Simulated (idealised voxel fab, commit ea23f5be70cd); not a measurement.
This section sets out a process module, namely voxel air gaps.
Square cell edge 5 nm, section width 300 nm, ID cut.
Cross-section layout: square cells on a grid; listed as bands, top to bottom; a band spans one or more cell rows.
Look at the band entry: it leads with the top's height and the bottom's height in nm. Then it lists the materials left to right, with a width in nm for each. The word "all across" on a single material says that material fills the band edge to edge. The word "blank" is empty space.
Measure heights from 0. That's the level where, below it, the as-received wafer is all one material. The lowest band is bottomless and extends downward; write it as in "z 0 and below".
Width: "30 to 40" (first number = top row, second number = bottom row, same change from row to row of cells).
Step note "nothing was modified" = no cross-section cell changed.
"Enclosed void inventory" specifies each empty space that is not open to the top and that occupies no fewer than 8 cells, using the form width x height at distance, the distance measured from the left edge and all three quantities in nm.
Where a step's line continues beyond its settings, the continuation is a remark by the simulator itself on that step.
overlay nm: step with mask; distance mask lay right of planned place; negative value = left of planned place.

[The steps planned for the process are as follows]
1 op RECEIVE | material Si
2 op CONFORMAL_DEP | material SiO2 | thk nm 10
3 op CONFORMAL_DEP | material SiN | thk nm 5
4 op DIRECTIONAL_DEP | material lowk | thk nm 40
5 op MASKED_ETCH | tone open | mask id LINES | width nm 15 | pitch nm 45 | etch materials lowk | depth nm 40 | overlay nm 0
6 op CONFORMAL_DEP | material TiN | thk nm 5
7 op FILL_DEP | material Ru | thk nm 10
8 op CMP | height nm 55
9 op EPI | material Ru | thk nm 10
10 op SELECTIVE_ETCH | etch materials lowk | depth nm 50
11 op CONFORMAL_DEP | material SiN | thk nm 5

[Here's what the wafer looked like in cross-section when it arrived - that's after step 1]
	z 0 and below  Si all across
	Enclosed void inventory: none

[first wafer at the end, as planned]
	z 70 to 65  blank (80)  SiN (135)  blank (85)
	z 65 to 55  blank (80)  SiN (5)  Ru (35)  SiN (10)  Ru (35)  SiN (10)  Ru (35)  SiN (5)  blank (85)
	z 55 to 50  blank (80)  SiN (15)  TiN (5)  Ru (5)  TiN (5)  SiN (30)  TiN (5)  Ru (5)  TiN (5)  SiN (30)  TiN (5)  Ru (5)  TiN (5)  SiN (15)  blank (85)
	z 50 to 20  blank (90)  SiN (5)  TiN (5)  Ru (5)  TiN (5)  SiN (5)  blank (20)  SiN (5)  TiN (5)  Ru (5)  TiN (5)  SiN (5)  blank (20)  SiN (5)  TiN (5)  Ru (5)  TiN (5)  SiN (5)  blank (95)
	z 20 to 15  SiN (95)  TiN (15)  SiN (30)  TiN (15)  SiN (30)  TiN (15)  SiN (100)
	z 15 to 10  SiN all across
	z 10 to 0  SiO2 all across
	z 0 and below  Si all across
	Enclosed void inventory: 20 x 30 at 115; 20 x 30 at 160

[Second wafer of the two, sectioned at the end of the module. It began like the first and followed the same plan, but one mistake was made while running it]
	z 75 to 70  SiN all across
	z 70 to 60  Ru all across
	z 60 to 55  TiN (100)  Ru (5)  TiN (40)  Ru (5)  TiN (40)  Ru (5)  TiN (105)
	z 55 to 20  lowk (95)  TiN (5)  Ru (5)  TiN (5)  lowk (30)  TiN (5)  Ru (5)  TiN (5)  lowk (30)  TiN (5)  Ru (5)  TiN (5)  lowk (100)
	z 20 to 15  lowk (95)  TiN (15)  lowk (30)  TiN (15)  lowk (30)  TiN (15)  lowk (100)
	z 15 to 10  SiN all across
	z 10 to 0  SiO2 all across
	z 0 and below  Si all across
	Enclosed void inventory: none
The mistake made against the process plan was this: step 8 did not happen as planned, as run it was op CMP | height nm 60
The final cell counts differ between the wafers, with the second having more or fewer of some materials than the first: 81 more of Ru | 84 fewer of SiN | 57 more of TiN | 408 more of lowk
closed voids at the end (first wafer, second wafer): 2, 0
